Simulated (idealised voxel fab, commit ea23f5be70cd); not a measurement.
The process module presented herein is designated voxel tone inversion.
It is cross-section cut that appears here, measuring 275 nm in width, its square cells being 5 nm in size.
Each cross-section below is a grid of square cells, stated as bands in top-down order, with one or more rows of cells making up each band.
Top height, bottom height, nm. Materials left to right, width each, nm. Single material + "everywhere" = fills band edge to edge. "empty" = empty.
All heights in this document are referenced to 0, defined as the level beneath which the wafer, as received, consists entirely of one material. The lowest band is not bounded below; it extends indefinitely downward and is written in the form "0 nm and below".
Width: "30 to 40" (first number = top row, second number = bottom row, same change from row to row of cells).
Any step labelled "nothing was modified" changed none of the cells in the cross-section.
Under "Unvented cavities" you'll find the enclosed gaps, the ones with no way out to the top, that are 8 cells or bigger; each reads width x height at distance, with distance counted from the left edge, everything in nm.
If you see something after the settings on a step's line, that's the simulator's own remark about that step.
"overlay nm" on a masked step: distance the mask lay right of its planned place, negative for left.
## Steps in the process plan
1,RECEIVE, material Si
2,CONFORMAL_DEP, material SiCN, thk nm 5
3,DIRECTIONAL_DEP, material aC, thk nm 25
4,PATTERN, tone cover, mask id POSTS, material resist, width nm 25, pitch nm 55, thk nm 30, overlay nm 0
5,DIRECTIONAL_ETCH, etch materials aC, depth nm 25
6,STRIP, etch materials resist
7,FILL_DEP, material SiO2, thk nm 10
8,CMP, height nm 30
9,STRIP, etch materials aC
## Cross-section, incoming material, after step 1
    0 nm and below = Si everywhere
    Unvented cavities: none
## Cross-section: first of two wafers, module finished, run according to plan
    30 nm to 5 nm = SiO2 (40), empty (25), SiO2 (30), empty (25), SiO2 (30), empty (25), SiO2 (30), empty (25), SiO2 (45)
    5 nm to 0 nm = SiCN everywhere
    0 nm and below = Si everywhere
    Unvented cavities: none
## Here is the second of the two wafers cut open at the end of the module - same start, same plan as the first one, but we made one mistake running it
    35 nm to 30 nm = SiO2 everywhere
    30 nm to 5 nm = SiO2 (40), aC (25), SiO2 (30), aC (25), SiO2 (30), aC (25), SiO2 (30), aC (25), SiO2 (45)
    5 nm to 0 nm = SiCN everywhere
    0 nm and below = Si everywhere
    Unvented cavities: none
The plan and the run diverged here: not per plan at step 8, really ran CMP, height nm 35
Per the end-of-run cell counts, the second wafer holds more or fewer of some materials than the first: SiO2: 55 more; aC: 100 more
